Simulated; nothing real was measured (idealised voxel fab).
Presented below is a process module, voxel transistor to metal.
FYI the section here is cut, 300 nm wide, cells are 5 nm squares.
Reading order for cross-sections: top band down to bottom band. Underlying form: a grid of square cells. Band size: one or more rows of cells. It is stipulated that each band's entry specify, in nanometres, the height of the top of the band and then that of its bottom, followed by the materials of the band in left-to-right sequence, each together with its width in nanometres. A single material marked by the word "everywhere" is understood to fill the band from edge to edge; the word "empty" is understood to denote empty space. Ref level 0: as-received wafer is one material below here. Bottom band extends down with no lower bound ("0 down"). A two-number width, for instance "30 to 40", indicates that the width is equal to the first number in the top row of the band and to the second number in the bottom row, and that it changes by a constant amount per row of cells. Given "no modification" for a step, no cell of the cross-section differs between before and after that step. "Cavities, sealed" contains a list of empty spaces, each no smaller than 8 cells and without an open way to the top, written in the form width x height at distance with the distance from the left edge and all three in nm. It should be noted that, on the line of a given step, the content following the step's settings is a remark produced by the simulator itself with respect to that step. overlay nm: right-of-plan distance of the mask on a masked step; negative values mean left-of-plan. Note on reading: below, each pair holds a cross-section from before one process step and one from after it; the one from after shows only down to the lowest band that changed. Beneath the pair, the step in between is stated along with its settings. The pairs can stem from different runs of this module on the same starting wafer. Where a pair's entry headed "Status quo ante" says so, and only there, that pair continues from the pair above it.

-- Status quo ante
	0 down: Si everywhere
	Cavities, sealed: none

-- Step Outcome
	5 to 0: SiO2 everywhere
	Below 0, no change.
	Cavities, sealed: none
What was done to get from the upper cross-section to the lower one? CONFORMAL_DEP,material SiO2,thk nm 5

Status quo ante: unchanged from the after cross-section in the pair immediately above; refer to that figure.

-- Step Outcome
	20 to 5: SiN everywhere
	Below 5, no change.
	Cavities, sealed: none
What was done to get from the upper cross-section to the lower one? CONFORMAL_DEP,material SiN,thk nm 15

Status quo ante: unchanged from the after cross-section in the pair immediately above; refer to that figure.

-- Step Outcome
	35 to 20: empty 35, then resist 100, then empty 25, then resist 100, then empty 40
	Below 20, no change.
	Cavities, sealed: none
What was done to get from the upper cross-section to the lower one? PATTERN,tone cover,mask id ACTIVE,material resist,width nm 100,pitch nm 125,thk nm 15,overlay nm 0

Status quo ante: unchanged from the after cross-section in the pair immediately above; refer to that figure.

-- Step Outcome
	35 to 20: empty 35, then resist 100, then empty 25, then resist 100, then empty 40
	20 to 5: empty 35, then SiN 100, then empty 25, then SiN 100, then empty 40
	Below 5, no change.
	Cavities, sealed: none
What was done to get from the upper cross-section to the lower one? DIRECTIONAL_ETCH,etch materials SiN,depth nm 15

Status quo ante: unchanged from the after cross-section in the pair immediately above; refer to that figure.

-- Step Outcome
	35 to 20: empty 35, then resist 100, then empty 25, then resist 100, then empty 40
	20 to 5: empty 35, then SiN 100, then empty 25, then SiN 100, then empty 40
	5 to 0: empty 35, then SiO2 100, then empty 25, then SiO2 100, then empty 40
	Below 0, no change.
	Cavities, sealed: none
What was done to get from the upper cross-section to the lower one? DIRECTIONAL_ETCH,etch materials SiO2,depth nm 5

Status quo ante: unchanged from the after cross-section in the pair immediately above; refer to that figure.

-- Step Outcome
	35 to 20: empty 35, then resist 100, then empty 25, then resist 100, then empty 40
	20 to 5: empty 35, then SiN 100, then empty 25, then SiN 100, then empty 40
	5 to 0: empty 35, then SiO2 100, then empty 25, then SiO2 100, then empty 40
	0 to -20: empty 35, then Si 100, then empty 25, then Si 100, then empty 40
	Below -20, no change.
	Cavities, sealed: none
What was done to get from the upper cross-section to the lower one? DIRECTIONAL_ETCH,etch materials Si,depth nm 20

Status quo ante: unchanged from the after cross-section in the pair immediately above; refer to that figure.

-- Step Outcome
	20 to 5: empty 35, then SiN 100, then empty 25, then SiN 100, then empty 40
	Below 5, no change.
	Cavities, sealed: none
What was done to get from the upper cross-section to the lower one? STRIP,etch materials resist

Status quo ante: unchanged from the after cross-section in the pair immediately above; refer to that figure.

-- Step Outcome
	30 to 20: SiO2 everywhere
	20 to 5: SiO2 35, then SiN 100, then SiO2 25, then SiN 100, then SiO2 40
	5 to 0: SiO2 everywhere
	0 to -20: SiO2 35, then Si 100, then SiO2 25, then Si 100, then SiO2 40
	Below -20, no change.
	Cavities, sealed: none
What was done to get from the upper cross-section to the lower one? FILL_DEP,material SiO2,thk nm 10

Status quo ante: unchanged from the after cross-section in the pair immediately above; refer to that figure.

-- Step Outcome
	20 to 5: SiO2 35, then SiN 100, then SiO2 25, then SiN 100, then SiO2 40
	Below 5, no change.
	Cavities, sealed: none
What was done to get from the upper cross-section to the lower one? CMP,height nm 20

Status quo ante: unchanged from the after cross-section in the pair immediately above; refer to that figure.

-- Step Outcome
	20 to 5: empty 35, then SiN 100, then empty 25, then SiN 100, then empty 40
	Below 5, no change.
	Cavities, sealed: none
What was done to get from the upper cross-section to the lower one? SELECTIVE_ETCH,etch materials SiO2,depth nm 15

Status quo ante: unchanged from the after cross-section in the pair immediately above; refer to that figure.

-- Step Outcome
	5 to 0: SiO2 everywhere
	Below 0, no change.
	Cavities, sealed: none
What was done to get from the upper cross-section to the lower one? STRIP,etch materials SiN

Status quo ante: unchanged from the after cross-section in the pair immediately above; refer to that figure.

-- Step Outcome
	0 to -20: SiO2 35, then Si 100, then SiO2 25, then Si 100, then SiO2 40
	Below -20, no change.
	Cavities, sealed: none
What was done to get from the upper cross-section to the lower one? SELECTIVE_ETCH,etch materials SiO2,depth nm 5

Status quo ante: unchanged from the after cross-section in the pair immediately above; refer to that figure.

-- Step Outcome
	0 to -5: SiO2 everywhere
	Below -5, no change.
	Cavities, sealed: none
What was done to get from the upper cross-section to the lower one? OXIDIZE,depth nm 5

Status quo ante: unchanged from the after cross-section in the pair immediately above; refer to that figure.

-- Step Outcome
	30 to 0: polySi everywhere
	Below 0, no change.
	Cavities, sealed: none
What was done to get from the upper cross-section to the lower one? DIRECTIONAL_DEP,material polySi,thk nm 30

Status quo ante: unchanged from the after cross-section in the pair immediately above; refer to that figure.

-- Step Outcome
	40 to 30: SiCN everywhere
	Below 30, no change.
	Cavities, sealed: none
What was done to get from the upper cross-section to the lower one? DIRECTIONAL_DEP,material SiCN,thk nm 10

Status quo ante: unchanged from the after cross-section in the pair immediately above; refer to that figure.

-- Step Outcome
	60 to 40: empty 75, then resist 20, then empty 105, then resist 20, then empty 80
	Below 40, no change.
	Cavities, sealed: none
What was done to get from the upper cross-section to the lower one? PATTERN,tone cover,mask id GATE,material resist,width nm 20,pitch nm 125,thk nm 20,overlay nm 0

Status quo ante: unchanged from the after cross-section in the pair immediately above; refer to that figure.

-- Step Outcome
	60 to 40: empty 75, then resist 20, then empty 105, then resist 20, then empty 80
	40 to 30: empty 75, then SiCN 20, then empty 105, then SiCN 20, then empty 80
	Below 30, no change.
	Cavities, sealed: none
What was done to get from the upper cross-section to the lower one? DIRECTIONAL_ETCH,etch materials SiCN,depth nm 20

Status quo ante: unchanged from the after cross-section in the pair immediately above; refer to that figure.

-- Step Outcome
	60 to 40: empty 75, then resist 20, then empty 105, then resist 20, then empty 80
	40 to 30: empty 75, then SiCN 20, then empty 105, then SiCN 20, then empty 80
	30 to 0: empty 75, then polySi 20, then empty 105, then polySi 20, then empty 80
	Below 0, no change.
	Cavities, sealed: none
What was done to get from the upper cross-section to the lower one? DIRECTIONAL_ETCH,etch materials polySi,depth nm 40

Status quo ante: unchanged from the after cross-section in the pair immediately above; refer to that figure.

-- Step Outcome
	40 to 30: empty 75, then SiCN 20, then empty 105, then SiCN 20, then empty 80
	Below 30, no change.
	Cavities, sealed: none
What was done to get from the upper cross-section to the lower one? STRIP,etch materials resist

Status quo ante: unchanged from the after cross-section in the pair immediately above; refer to that figure.

-- Step Outcome
	45 to 40: empty 70, then SiO2 30, then empty 95, then SiO2 30, then empty 75
	40 to 30: empty 70, then SiO2 5, then SiCN 20, then SiO2 5, then empty 95, then SiO2 5, then SiCN 20, then SiO2 5, then empty 75
	30 to 5: empty 70, then SiO2 5, then polySi 20, then SiO2 5, then empty 95, then SiO2 5, then polySi 20, then SiO2 5, then empty 75
	5 to 0: SiO2 75, then polySi 20, then SiO2 105, then polySi 20, then SiO2 80
	Below 0, no change.
	Cavities, sealed: none
What was done to get from the upper cross-section to the lower one? CONFORMAL_DEP,material SiO2,thk nm 5

Status quo ante: unchanged from the after cross-section in the pair immediately above; refer to that figure.

-- Step Outcome
	40 to 30: empty 70, then SiO2 5, then SiCN 20, then SiO2 5, then empty 95, then SiO2 5, then SiCN 20, then SiO2 5, then empty 75
	30 to 0: empty 70, then SiO2 5, then polySi 20, then SiO2 5, then empty 95, then SiO2 5, then polySi 20, then SiO2 5, then empty 75
	Below 0, no change.
	Cavities, sealed: none
What was done to get from the upper cross-section to the lower one? DIRECTIONAL_ETCH,etch materials SiO2,depth nm 5

Status quo ante: unchanged from the after cross-section in the pair immediately above; refer to that figure.

-- Step Outcome
	45 to 40: empty 65, then SiN 40, then empty 85, then SiN 40, then empty 70
	40 to 30: empty 65, then SiN 5, then SiO2 5, then SiCN 20, then SiO2 5, then SiN 5, then empty 85, then SiN 5, then SiO2 5, then SiCN 20, then SiO2 5, then SiN 5, then empty 70
	30 to 5: empty 65, then SiN 5, then SiO2 5, then polySi 20, then SiO2 5, then SiN 5, then empty 85, then SiN 5, then SiO2 5, then polySi 20, then SiO2 5, then SiN 5, then empty 70
	5 to 0: SiN 70, then SiO2 5, then polySi 20, then SiO2 5, then SiN 95, then SiO2 5, then polySi 20, then SiO2 5, then SiN 75
	Below 0, no change.
	Cavities, sealed: none
What was done to get from the upper cross-section to the lower one? CONFORMAL_DEP,material SiN,thk nm 5

Status quo ante: unchanged from the after cross-section in the pair immediately above; refer to that figure.

-- Step Outcome
	40 to 30: empty 65, then SiN 5, then SiO2 5, then SiCN 20, then SiO2 5, then SiN 5, then empty 85, then SiN 5, then SiO2 5, then SiCN 20, then SiO2 5, then SiN 5, then empty 70
	30 to 0: empty 65, then SiN 5, then SiO2 5, then polySi 20, then SiO2 5, then SiN 5, then empty 85, then SiN 5, then SiO2 5, then polySi 20, then SiO2 5, then SiN 5, then empty 70
	Below 0, no change.
	Cavities, sealed: none
What was done to get from the upper cross-section to the lower one? DIRECTIONAL_ETCH,etch materials SiN,depth nm 5

Status quo ante: unchanged from the after cross-section in the pair immediately above; refer to that figure.

-- Step Outcome
	40 to 35: empty 65, then SiN 5, then empty 5, then SiCN 20, then empty 5, then SiN 5, then empty 85, then SiN 5, then empty 5, then SiCN 20, then empty 5, then SiN 5, then empty 70
	35 to 30: empty 65, then SiN 5, then SiO2 5, then SiCN 20, then SiO2 5, then SiN 5, then empty 85, then SiN 5, then SiO2 5, then SiCN 20, then SiO2 5, then SiN 5, then empty 70
	30 to 0: empty 65, then SiN 5, then SiO2 5, then polySi 20, then SiO2 5, then SiN 5, then empty 85, then SiN 5, then SiO2 5, then polySi 20, then SiO2 5, then SiN 5, then empty 70
	0 to -5: empty 65, then SiO2 40, then empty 85, then SiO2 40, then empty 70
	Below -5, no change.
	Cavities, sealed: none
What was done to get from the upper cross-section to the lower one? DIRECTIONAL_ETCH,etch materials SiO2,depth nm 5

Status quo ante: unchanged from the after cross-section in the pair immediately above; refer to that figure.

-- Step Outcome
	40 to 35: empty 65, then SiN 5, then empty 5, then SiCN 20, then empty 5, then SiN 5, then empty 85, then SiN 5, then empty 5, then SiCN 20, then empty 5, then SiN 5, then empty 70
	35 to 30: empty 65, then SiN 5, then SiO2 5, then SiCN 20, then SiO2 5, then SiN 5, then empty 85, then SiN 5, then SiO2 5, then SiCN 20, then SiO2 5, then SiN 5, then empty 70
	30 to 0: empty 65, then SiN 5, then SiO2 5, then polySi 20, then SiO2 5, then SiN 5, then empty 85, then SiN 5, then SiO2 5, then polySi 20, then SiO2 5, then SiN 5, then empty 70
	0 to -5: empty 65, then SiO2 40, then empty 85, then SiO2 40, then empty 70
	-5 to -15: SiO2 35, then empty 30, then Si 40, then empty 30, then SiO2 25, then empty 30, then Si 40, then empty 30, then SiO2 40
	Below -15, no change.
	Cavities, sealed: none
What was done to get from the upper cross-section to the lower one? DIRECTIONAL_ETCH,etch materials Si,depth nm 10

Status quo ante: unchanged from the after cross-section in the pair immediately above; refer to that figure.

-- Step Outcome
	40 to 35: empty 65, then SiN 5, then empty 5, then SiCN 20, then empty 5, then SiN 5, then empty 85, then SiN 5, then empty 5, then SiCN 20, then empty 5, then SiN 5, then empty 70
	35 to 30: empty 65, then SiN 5, then SiO2 5, then SiCN 20, then SiO2 5, then SiN 5, then empty 85, then SiN 5, then SiO2 5, then SiCN 20, then SiO2 5, then SiN 5, then empty 70
	30 to 10: empty 65, then SiN 5, then SiO2 5, then polySi 20, then SiO2 5, then SiN 5, then empty 85, then SiN 5, then SiO2 5, then polySi 20, then SiO2 5, then SiN 5, then empty 70
	10 to 0: empty 50, then pSi 15, then SiN 5, then SiO2 5, then polySi 20, then SiO2 5, then SiN 5, then pSi 15, then empty 55, then pSi 15, then SiN 5, then SiO2 5, then polySi 20, then SiO2 5, then SiN 5, then pSi 15, then empty 55
	0 to -5: empty 30, then pSi 35, then SiO2 40, then pSi 35, then empty 15, then pSi 35, then SiO2 40, then pSi 35, then empty 35
	-5 to -15: SiO2 35, then pSi 30, then Si 40, then pSi 30, then SiO2 25, then pSi 30, then Si 40, then pSi 30, then SiO2 40
	Below -15, no change.
	Cavities, sealed: none
What was done to get from the upper cross-section to the lower one? EPI,material pSi,thk nm 15

Status quo ante: unchanged from the after cross-section in the pair immediately above; refer to that figure.

-- Step Outcome
	50 to 40: SiO2 everywhere
	40 to 30: SiO2 65, then SiN 5, then SiO2 5, then SiCN 20, then SiO2 5, then SiN 5, then SiO2 85, then SiN 5, then SiO2 5, then SiCN 20, then SiO2 5, then SiN 5, then SiO2 70
	30 to 10: SiO2 65, then SiN 5, then SiO2 5, then polySi 20, then SiO2 5, then SiN 5, then SiO2 85, then SiN 5, then SiO2 5, then polySi 20, then SiO2 5, then SiN 5, then SiO2 70
	10 to 0: SiO2 50, then pSi 15, then SiN 5, then SiO2 5, then polySi 20, then SiO2 5, then SiN 5, then pSi 15, then SiO2 55, then pSi 15, then SiN 5, then SiO2 5, then polySi 20, then SiO2 5, then SiN 5, then pSi 15, then SiO2 55
	0 to -5: SiO2 30, then pSi 35, then SiO2 40, then pSi 35, then SiO2 15, then pSi 35, then SiO2 40, then pSi 35, then SiO2 35
	Below -5, no change.
	Cavities, sealed: none
What was done to get from the upper cross-section to the lower one? FILL_DEP,material SiO2,thk nm 10

Status quo ante: unchanged from the after cross-section in the pair immediately above; refer to that figure.

-- Step Outcome
	40 to 30: SiO2 65, then SiN 5, then SiO2 5, then SiCN 20, then SiO2 5, then SiN 5, then SiO2 85, then SiN 5, then SiO2 5, then SiCN 20, then SiO2 5, then SiN 5, then SiO2 70
	Below 30, no change.
	Cavities, sealed: none
What was done to get from the upper cross-section to the lower one? CMP,height nm 40

Status quo ante: unchanged from the after cross-section in the pair immediately above; refer to that figure.

-- Step Outcome
	50 to 40: SiO2 everywhere
	Below 40, no change.
	Cavities, sealed: none
What was done to get from the upper cross-section to the lower one? DIRECTIONAL_DEP,material SiO2,thk nm 10

Status quo ante: unchanged from the after cross-section in the pair immediately above; refer to that figure.

-- Step Outcome
	70 to 50: resist 40, then empty 30, then resist 30, then empty 30, then resist 35, then empty 30, then resist 30, then empty 30, then resist 45
	Below 50, no change.
	Cavities, sealed: none
What was done to get from the upper cross-section to the lower one? PATTERN,tone open,mask id CONTACT,material resist,width nm 30,thk nm 20,overlay nm 0

Status quo ante: unchanged from the after cross-section in the pair immediately above; refer to that figure.

-- Step Outcome
	70 to 50: resist 40, then empty 30, then resist 30, then empty 30, then resist 35, then empty 30, then resist 30, then empty 30, then resist 45
	50 to 40: SiO2 40, then empty 30, then SiO2 30, then empty 30, then SiO2 35, then empty 30, then SiO2 30, then empty 30, then SiO2 45
	40 to 30: SiO2 40, then empty 25, then SiN 5, then SiO2 5, then SiCN 20, then SiO2 5, then SiN 5, then empty 25, then SiO2 35, then empty 25, then SiN 5, then SiO2 5, then SiCN 20, then SiO2 5, then SiN 5, then empty 25, then SiO2 45
	30 to 10: SiO2 40, then empty 25, then SiN 5, then SiO2 5, then polySi 20, then SiO2 5, then SiN 5, then empty 25, then SiO2 35, then empty 25, then SiN 5, then SiO2 5, then polySi 20, then SiO2 5, then SiN 5, then empty 25, then SiO2 45
	10 to 0: SiO2 40, then empty 10, then pSi 15, then SiN 5, then SiO2 5, then polySi 20, then SiO2 5, then SiN 5, then pSi 15, then empty 10, then SiO2 35, then empty 10, then pSi 15, then SiN 5, then SiO2 5, then polySi 20, then SiO2 5, then SiN 5, then pSi 15, then empty 10, then SiO2 45
	Below 0, no change.
	Cavities, sealed: none
What was done to get from the upper cross-section to the lower one? DIRECTIONAL_ETCH,etch materials SiO2,depth nm 50

Status quo ante: unchanged from the after cross-section in the pair immediately above; refer to that figure.

-- Step Outcome
	50 to 40: SiO2 40, then empty 30, then SiO2 30, then empty 30, then SiO2 35, then empty 30, then SiO2 30, then empty 30, then SiO2 45
	Below 40, no change.
	Cavities, sealed: none
What was done to get from the upper cross-section to the lower one? STRIP,etch materials resist

Status quo ante: unchanged from the after cross-section in the pair immediately above; refer to that figure.

-- Step Outcome
	55 to 50: TiN 45, then empty 20, then TiN 40, then empty 20, then TiN 45, then empty 20, then TiN 40, then empty 20, then TiN 50
	50 to 40: SiO2 40, then TiN 5, then empty 20 to 15, then TiN 5 to 10, then SiO2 30, then TiN 5 to 10, then empty 20 to 15, then TiN 5, then SiO2 35, then TiN 5, then empty 20 to 15, then TiN 5 to 10, then SiO2 30, then TiN 5 to 10, then empty 20 to 15, then TiN 5, then SiO2 45
	40 to 30: SiO2 40, then TiN 5, then empty 15, then TiN 5, then SiN 5, then SiO2 5, then SiCN 20, then SiO2 5, then SiN 5, then TiN 5, then empty 15, then TiN 5, then SiO2 35, then TiN 5, then empty 15, then TiN 5, then SiN 5, then SiO2 5, then SiCN 20, then SiO2 5, then SiN 5, then TiN 5, then empty 15, then TiN 5, then SiO2 45
	30 to 15: SiO2 40, then TiN 5, then empty 15, then TiN 5, then SiN 5, then SiO2 5, then polySi 20, then SiO2 5, then SiN 5, then TiN 5, then empty 15, then TiN 5, then SiO2 35, then TiN 5, then empty 15, then TiN 5, then SiN 5, then SiO2 5, then polySi 20, then SiO2 5, then SiN 5, then TiN 5, then empty 15, then TiN 5, then SiO2 45
	15 to 10: SiO2 40, then TiN 25, then SiN 5, then SiO2 5, then polySi 20, then SiO2 5, then SiN 5, then TiN 25, then SiO2 35, then TiN 25, then SiN 5, then SiO2 5, then polySi 20, then SiO2 5, then SiN 5, then TiN 25, then SiO2 45
	10 to 0: SiO2 40, then TiN 10, then pSi 15, then SiN 5, then SiO2 5, then polySi 20, then SiO2 5, then SiN 5, then pSi 15, then TiN 10, then SiO2 35, then TiN 10, then pSi 15, then SiN 5, then SiO2 5, then polySi 20, then SiO2 5, then SiN 5, then pSi 15, then TiN 10, then SiO2 45
	Below 0, no change.
	Cavities, sealed: none
What was done to get from the upper cross-section to the lower one? CONFORMAL_DEP,material TiN,thk nm 5

Status quo ante: unchanged from the after cross-section in the pair immediately above; refer to that figure.

-- Step Outcome
	60 to 55: Ru everywhere
	55 to 50: TiN 45, then Ru 20, then TiN 40, then Ru 20, then TiN 45, then Ru 20, then TiN 40, then Ru 20, then TiN 50
	50 to 40: SiO2 40, then TiN 5, then Ru 20 to 15, then TiN 5 to 10, then SiO2 30, then TiN 5 to 10, then Ru 20 to 15, then TiN 5, then SiO2 35, then TiN 5, then Ru 20 to 15, then TiN 5 to 10, then SiO2 30, then TiN 5 to 10, then Ru 20 to 15, then TiN 5, then SiO2 45
	40 to 30: SiO2 40, then TiN 5, then Ru 15, then TiN 5, then SiN 5, then SiO2 5, then SiCN 20, then SiO2 5, then SiN 5, then TiN 5, then Ru 15, then TiN 5, then SiO2 35, then TiN 5, then Ru 15, then TiN 5, then SiN 5, then SiO2 5, then SiCN 20, then SiO2 5, then SiN 5, then TiN 5, then Ru 15, then TiN 5, then SiO2 45
	30 to 15: SiO2 40, then TiN 5, then Ru 15, then TiN 5, then SiN 5, then SiO2 5, then polySi 20, then SiO2 5, then SiN 5, then TiN 5, then Ru 15, then TiN 5, then SiO2 35, then TiN 5, then Ru 15, then TiN 5, then SiN 5, then SiO2 5, then polySi 20, then SiO2 5, then SiN 5, then TiN 5, then Ru 15, then TiN 5, then SiO2 45
	Below 15, no change.
	Cavities, sealed: none
What was done to get from the upper cross-section to the lower one? FILL_DEP,material Ru,thk nm 5

Status quo ante: unchanged from the after cross-section in the pair immediately above; refer to that figure.

-- Step Outcome
	50 to 40: SiO2 40, then TiN 5, then Ru 20 to 15, then TiN 5 to 10, then SiO2 30, then TiN 5 to 10, then Ru 20 to 15, then TiN 5, then SiO2 35, then TiN 5, then Ru 20 to 15, then TiN 5 to 10, then SiO2 30, then TiN 5 to 10, then Ru 20 to 15, then TiN 5, then SiO2 45
	Below 40, no change.
	Cavities, sealed: none
What was done to get from the upper cross-section to the lower one? CMP,height nm 50

Status quo ante: unchanged from the after cross-section in the pair immediately above; refer to that figure.

-- Step Outcome
	55 to 50: TiN everywhere
	Below 50, no change.
	Cavities, sealed: none
What was done to get from the upper cross-section to the lower one? DIRECTIONAL_DEP,material TiN,thk nm 5

Status quo ante: unchanged from the after cross-section in the pair immediately above; refer to that figure.

-- Step Outcome
	80 to 55: W everywhere
	Below 55, no change.
	Cavities, sealed: none
What was done to get from the upper cross-section to the lower one? DIRECTIONAL_DEP,material W,thk nm 25

Status quo ante: unchanged from the after cross-section in the pair immediately above; refer to that figure.

-- Step Outcome
	90 to 80: aC everywhere
	Below 80, no change.
	Cavities, sealed: none
What was done to get from the upper cross-section to the lower one? DIRECTIONAL_DEP,material aC,thk nm 10

Status quo ante: unchanged from the after cross-section in the pair immediately above; refer to that figure.

-- Step Outcome
	120 to 90: empty 40, then resist 15, then empty 60, then resist 15, then empty 35, then resist 15, then empty 60, then resist 15, then empty 45
	Below 90, no change.
	Cavities, sealed: none
What was done to get from the upper cross-section to the lower one? PATTERN,tone cover,mask id METAL_1,material resist,width nm 15,thk nm 30,overlay nm 0

Status quo ante: unchanged from the after cross-section in the pair immediately above; refer to that figure.

-- Step Outcome
	110 to 90: empty 40, then resist 15, then empty 60, then resist 15, then empty 35, then resist 15, then empty 60, then resist 15, then empty 45
	90 to 80: empty 40, then aC 15, then empty 60, then aC 15, then empty 35, then aC 15, then empty 60, then aC 15, then empty 45
	Below 80, no change.
	Cavities, sealed: none
What was done to get from the upper cross-section to the lower one? DIRECTIONAL_ETCH,etch materials aC,depth nm 10

Status quo ante: unchanged from the after cross-section in the pair immediately above; refer to that figure.

-- Step Outcome
	90 to 80: empty 40, then aC 15, then empty 60, then aC 15, then empty 35, then aC 15, then empty 60, then aC 15, then empty 45
	Below 80, no change.
	Cavities, sealed: none
What was done to get from the upper cross-section to the lower one? STRIP,etch materials resist

Status quo ante: unchanged from the after cross-section in the pair immediately above; refer to that figure.

-- Step Outcome
	90 to 80: empty 40, then aC 15, then empty 60, then aC 15, then empty 35, then aC 15, then empty 60, then aC 15, then empty 45
	80 to 55: empty 40, then W 15, then empty 60, then W 15, then empty 35, then W 15, then empty 60, then W 15, then empty 45
	Below 55, no change.
	Cavities, sealed: none
What was done to get from the upper cross-section to the lower one? DIRECTIONAL_ETCH,etch materials W,depth nm 25

Status quo ante: unchanged from the after cross-section in the pair immediately above; refer to that figure.

-- Step Outcome
	90 to 80: empty 40, then aC 15, then empty 60, then aC 15, then empty 35, then aC 15, then empty 60, then aC 15, then empty 45
	80 to 55: empty 40, then W 15, then empty 60, then W 15, then empty 35, then W 15, then empty 60, then W 15, then empty 45
	55 to 50: empty 40, then TiN 15, then empty 60, then TiN 15, then empty 35, then TiN 15, then empty 60, then TiN 15, then empty 45
	Below 50, no change.
	Cavities, sealed: none
What was done to get from the upper cross-section to the lower one? DIRECTIONAL_ETCH,etch materials TiN,depth nm 5

Status quo ante: unchanged from the after cross-section in the pair immediately above; refer to that figure.

-- Step Outcome
	80 to 55: empty 40, then W 15, then empty 60, then W 15, then empty 35, then W 15, then empty 60, then W 15, then empty 45
	Below 55, no change.
	Cavities, sealed: none
What was done to get from the upper cross-section to the lower one? STRIP,etch materials aC

Status quo ante: unchanged from the after cross-section in the pair immediately above; refer to that figure.

-- Step Outcome
	85 to 80: empty 35, then SiCN 25, then empty 50, then SiCN 25, then empty 25, then SiCN 25, then empty 50, then SiCN 25, then empty 40
	80 to 55: empty 35, then SiCN 5, then W 15, then SiCN 5, then empty 50, then SiCN 5, then W 15, then SiCN 5, then empty 25, then SiCN 5, then W 15, then SiCN 5, then empty 50, then SiCN 5, then W 15, then SiCN 5, then empty 40
	55 to 50: SiCN 40, then TiN 15, then SiCN 60, then TiN 15, then SiCN 35, then TiN 15, then SiCN 60, then TiN 15, then SiCN 45
	Below 50, no change.
	Cavities, sealed: none
What was done to get from the upper cross-section to the lower one? CONFORMAL_DEP,material SiCN,thk nm 5

Status quo ante: unchanged from the after cross-section in the pair immediately above; refer to that figure.

-- Step Outcome
	95 to 85: SiO2 everywhere
	85 to 80: SiO2 35, then SiCN 25, then SiO2 50, then SiCN 25, then SiO2 25, then SiCN 25, then SiO2 50, then SiCN 25, then SiO2 40
	80 to 55: SiO2 35, then SiCN 5, then W 15, then SiCN 5, then SiO2 50, then SiCN 5, then W 15, then SiCN 5, then SiO2 25, then SiCN 5, then W 15, then SiCN 5, then SiO2 50, then SiCN 5, then W 15, then SiCN 5, then SiO2 40
	Below 55, no change.
	Cavities, sealed: none
What was done to get from the upper cross-section to the lower one? FILL_DEP,material SiO2,thk nm 10

Status quo ante: unchanged from the after cross-section in the pair immediately above; refer to that figure.

-- Step Outcome
	80 to 55: SiO2 35, then SiCN 5, then W 15, then SiCN 5, then SiO2 50, then SiCN 5, then W 15, then SiCN 5, then SiO2 25, then SiCN 5, then W 15, then SiCN 5, then SiO2 50, then SiCN 5, then W 15, then SiCN 5, then SiO2 40
	Below 55, no change.
	Cavities, sealed: none
What was done to get from the upper cross-section to the lower one? CMP,height nm 80

Status quo ante: unchanged from the after cross-section in the pair immediately above; refer to that figure.

-- Step Outcome
	85 to 80: SiCN everywhere
	Below 80, no change.
	Cavities, sealed: none
What was done to get from the upper cross-section to the lower one? CONFORMAL_DEP,material SiCN,thk nm 5

-- Status quo ante
	40 to 30: empty 70, then SiO2 5, then SiCN 20, then SiO2 5, then empty 95, then SiO2 5, then SiCN 20, then SiO2 5, then empty 75
	30 to 0: empty 70, then SiO2 5, then polySi 20, then SiO2 5, then empty 95, then SiO2 5, then polySi 20, then SiO2 5, then empty 75
	0 to -5: SiO2 everywhere
	-5 to -20: SiO2 35, then Si 100, then SiO2 25, then Si 100, then SiO2 40
	-20 down: Si everywhere
	Cavities, sealed: none

-- Step Outcome
	40 to 35: empty 75, then SiCN 20, then empty 105, then SiCN 20, then empty 80
	35 to 30: empty 70, then SiO2 5, then SiCN 20, then SiO2 5, then empty 95, then SiO2 5, then SiCN 20, then SiO2 5, then empty 75
	30 to 0: empty 70, then SiO2 5, then polySi 20, then SiO2 5, then empty 95, then SiO2 5, then polySi 20, then SiO2 5, then empty 75
	0 to -5: empty 70, then SiO2 30, then empty 95, then SiO2 30, then empty 75
	Below -5, no change.
	Cavities, sealed: none
What was done to get from the upper cross-section to the lower one? DIRECTIONAL_ETCH,etch materials SiO2,depth nm 5

Status quo ante: unchanged from the after cross-section in the pair immediately above; refer to that figure.

-- Step Outcome
	40 to 35: empty 75, then SiCN 20, then empty 105, then SiCN 20, then empty 80
	35 to 30: empty 70, then SiO2 5, then SiCN 20, then SiO2 5, then empty 95, then SiO2 5, then SiCN 20, then SiO2 5, then empty 75
	30 to 0: empty 70, then SiO2 5, then polySi 20, then SiO2 5, then empty 95, then SiO2 5, then polySi 20, then SiO2 5, then empty 75
	0 to -5: empty 70, then SiO2 30, then empty 95, then SiO2 30, then empty 75
	-5 to -15: SiO2 35, then empty 35, then Si 30, then empty 35, then SiO2 25, then empty 35, then Si 30, then empty 35, then SiO2 40
	Below -15, no change.
	Cavities, sealed: none
What was done to get from the upper cross-section to the lower one? DIRECTIONAL_ETCH,etch materials Si,depth nm 10

Status quo ante: unchanged from the after cross-section in the pair immediately above; refer to that figure.

-- Step Outcome
	40 to 35: empty 75, then SiCN 20, then empty 105, then SiCN 20, then empty 80
	35 to 30: empty 70, then SiO2 5, then SiCN 20, then SiO2 5, then empty 95, then SiO2 5, then SiCN 20, then SiO2 5, then empty 75
	30 to 10: empty 70, then SiO2 5, then polySi 20, then SiO2 5, then empty 95, then SiO2 5, then polySi 20, then SiO2 5, then empty 75
	10 to 0: empty 55, then pSi 15, then SiO2 5, then polySi 20, then SiO2 5, then pSi 15, then empty 65, then pSi 15, then SiO2 5, then polySi 20, then SiO2 5, then pSi 15, then empty 60
	0 to -5: empty 30, then pSi 40, then SiO2 30, then pSi 40, then empty 15, then pSi 40, then SiO2 30, then pSi 40, then empty 35
	-5 to -15: SiO2 35, then pSi 35, then Si 30, then pSi 35, then SiO2 25, then pSi 35, then Si 30, then pSi 35, then SiO2 40
	Below -15, no change.
	Cavities, sealed: none
What was done to get from the upper cross-section to the lower one? EPI,material pSi,thk nm 15

Status quo ante: unchanged from the after cross-section in the pair immediately above; refer to that figure.

-- Step Outcome
	50 to 40: SiO2 everywhere
	40 to 30: SiO2 75, then SiCN 20, then SiO2 105, then SiCN 20, then SiO2 80
	30 to 10: SiO2 75, then polySi 20, then SiO2 105, then polySi 20, then SiO2 80
	10 to 0: SiO2 55, then pSi 15, then SiO2 5, then polySi 20, then SiO2 5, then pSi 15, then SiO2 65, then pSi 15, then SiO2 5, then polySi 20, then SiO2 5, then pSi 15, then SiO2 60
	0 to -5: SiO2 30, then pSi 40, then SiO2 30, then pSi 40, then SiO2 15, then pSi 40, then SiO2 30, then pSi 40, then SiO2 35
	Below -5, no change.
	Cavities, sealed: none
What was done to get from the upper cross-section to the lower one? FILL_DEP,material SiO2,thk nm 10

Status quo ante: unchanged from the after cross-section in the pair immediately above; refer to that figure.

-- Step Outcome
	40 to 30: SiO2 75, then SiCN 20, then SiO2 105, then SiCN 20, then SiO2 80
	Below 30, no change.
	Cavities, sealed: none
What was done to get from the upper cross-section to the lower one? CMP,height nm 40
